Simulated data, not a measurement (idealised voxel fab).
Proc. module: voxel wiring stack
The figure presents cross-section cut, which has a width of 195 nm and is divided into square cells with an edge length of 5 nm.
Cross-section format: a grid of square cells, given as bands from top to bottom; each band is one or more rows of cells.
Band: top height; bottom height; in nm. Then, left to right: material with width in nm, for each material. "edge to edge": a single material spanning edge to edge. "air": empty space.
Heights are expressed relative to 0, this being the level below which the as-received wafer comprises one material exclusively. The lowest band is unbounded in the downward direction and is denoted as in "from 0 down".
Width "30->40": first value at the band's top row of cells, second value at its bottom row, equal change from row to row.
Reading "nothing was modified" for a step: not a cell of the cross-section changed in it.
Basically, "Unvented internal voids" tells you about the enclosed voids: empty spaces with no open way to the top, 8 cells or bigger, each written width x height at distance, where distance is from the left edge, all in nm.
It should be noted that, on the line of a given step, the content following the step's settings is a remark produced by the simulator itself with respect to that step.
The setting "overlay nm" may be written on the line of a step. When the step uses a mask, the value reports how far to the right of the planned place the mask lay, and a negative value reports that it lay to the left.
Process steps foreseen in the plan:
step 1: RECEIVE (material Si)
step 2: CONFORMAL_DEP (material SiO2; thk nm 10)
step 3: CONFORMAL_DEP (material SiCN; thk nm 5)
step 4: DIRECTIONAL_DEP (material lowk; thk nm 20)
step 5: MASKED_ETCH (tone open; mask id METAL_1; width nm 25; pitch nm 45; etch materials lowk; depth nm 20; overlay nm 0)
step 6: MASKED_ETCH (tone open; mask id METAL_1; width nm 25; pitch nm 45; etch materials SiCN; depth nm 5; overlay nm 0)
step 7: CONFORMAL_DEP (material TiN; thk nm 5)
step 8: FILL_DEP (material Ru; thk nm 5)
step 9: CMP (height nm 35)
step 10: CONFORMAL_DEP (material SiCN; thk nm 5)
step 11: DIRECTIONAL_DEP (material SiO2; thk nm 35)
step 12: MASKED_ETCH (tone open; mask id METAL_2_HOLES; width nm 15; pitch nm 45; etch materials SiO2; depth nm 35; overlay nm 0)
step 13: DIRECTIONAL_DEP (material aC; thk nm 15)
step 14: PATTERN (tone open; mask id METAL_2; material resist; width nm 25; pitch nm 45; thk nm 30; overlay nm 0)
step 15: DIRECTIONAL_ETCH (etch materials aC; depth nm 15)
step 16: STRIP (etch materials resist)
step 17: DIRECTIONAL_ETCH (etch materials SiO2; depth nm 20)
step 18: DIRECTIONAL_ETCH (etch materials SiCN; depth nm 5)
step 19: STRIP (etch materials aC)
step 20: CONFORMAL_DEP (material TiN; thk nm 5)
step 21: FILL_DEP (material Cu; thk nm 5)
step 22: CMP (height nm 75)
step 23: CONFORMAL_DEP (material SiCN; thk nm 5)
step 24: DIRECTIONAL_DEP (material SiO2; thk nm 10)
step 25: DIRECTIONAL_DEP (material aC; thk nm 10)
step 26: PATTERN (tone open; mask id PLUG_2; material resist; width nm 15; pitch nm 90; thk nm 25; overlay nm 0)
step 27: DIRECTIONAL_ETCH (etch materials aC; depth nm 10)
step 28: STRIP (etch materials resist)
step 29: DIRECTIONAL_ETCH (etch materials SiO2; depth nm 10)
step 30: DIRECTIONAL_ETCH (etch materials SiCN; depth nm 5)
step 31: STRIP (etch materials aC)
step 32: CONFORMAL_DEP (material TiN; thk nm 5)
step 33: FILL_DEP (material Cu; thk nm 5)
step 34: CMP (height nm 90)
step 35: DIRECTIONAL_DEP (material TiN; thk nm 5)
step 36: DIRECTIONAL_DEP (material W; thk nm 20)
step 37: MASKED_ETCH (tone cover; mask id METAL_3; width nm 25; pitch nm 45; etch materials W; depth nm 20; overlay nm 0)
step 38: MASKED_ETCH (tone cover; mask id METAL_3; width nm 25; pitch nm 45; etch materials TiN; depth nm 5; overlay nm 0)
step 39: CONFORMAL_DEP (material SiCN; thk nm 5)
step 40: FILL_DEP (material SiO2; thk nm 10)
step 41: CMP (height nm 115)
step 42: CONFORMAL_DEP (material SiN; thk nm 5)
As received, after step 1:
* from 0 down: Si edge to edge
* Unvented internal voids: none
Look at the cross-section after the module: the wafer started out the way shown above and the plan was the one shown above, yet one mistake was made along the way:
* from 120 to 115: SiN edge to edge
* from 115 to 95: SiO2 35 nm / SiCN 5 nm / W 25 nm / SiCN 5 nm / SiO2 10 nm / SiCN 5 nm / W 25 nm / SiCN 5 nm / SiO2 10 nm / SiCN 5 nm / W 25 nm / SiCN 5 nm / SiO2 35 nm
* from 95 to 90: SiCN 40 nm / TiN 25 nm / SiCN 20 nm / TiN 25 nm / SiCN 20 nm / TiN 25 nm / SiCN 40 nm
* from 90 to 80: SiO2 40 nm / TiN 5 nm / Cu 5 nm / TiN 5 nm / SiO2 75 nm / TiN 5 nm / Cu 5 nm / TiN 5 nm / SiO2 50 nm
* from 80 to 75: SiCN 40 nm / TiN 15 nm / SiCN 75 nm / TiN 15 nm / SiCN 50 nm
* from 75 to 60: SiO2 40 nm / TiN 5 nm / Cu 15 nm / TiN 5 nm / SiO2 20 nm / TiN 5 nm / Cu 15 nm / TiN 5 nm / SiO2 20 nm / TiN 5 nm / Cu 15 nm / TiN 5 nm / SiO2 40 nm
* from 60 to 55: SiO2 40 nm / TiN 5 nm / Cu 5 nm / TiN 15 nm / SiO2 20 nm / TiN 5 nm / Cu 5 nm / TiN 15 nm / SiO2 20 nm / TiN 5 nm / Cu 5 nm / TiN 15 nm / SiO2 40 nm
* from 55 to 40: SiO2 40 nm / TiN 5 nm / Cu 5 nm / TiN 5 nm / SiO2 30 nm / TiN 5 nm / Cu 5 nm / TiN 5 nm / SiO2 30 nm / TiN 5 nm / Cu 5 nm / TiN 5 nm / SiO2 50 nm
* from 40 to 35: SiCN 40 nm / TiN 15 nm / SiCN 30 nm / TiN 15 nm / SiCN 30 nm / TiN 15 nm / SiCN 50 nm
* from 35 to 15: W edge to edge
* from 15 to 10: SiCN edge to edge
* from 10 to 0: SiO2 edge to edge
* from 0 down: Si edge to edge
* Unvented internal voids: none
Finding, execution versus plan: off-plan run, step 4, actual operation and settings DIRECTIONAL_DEP (material W; thk nm 20)
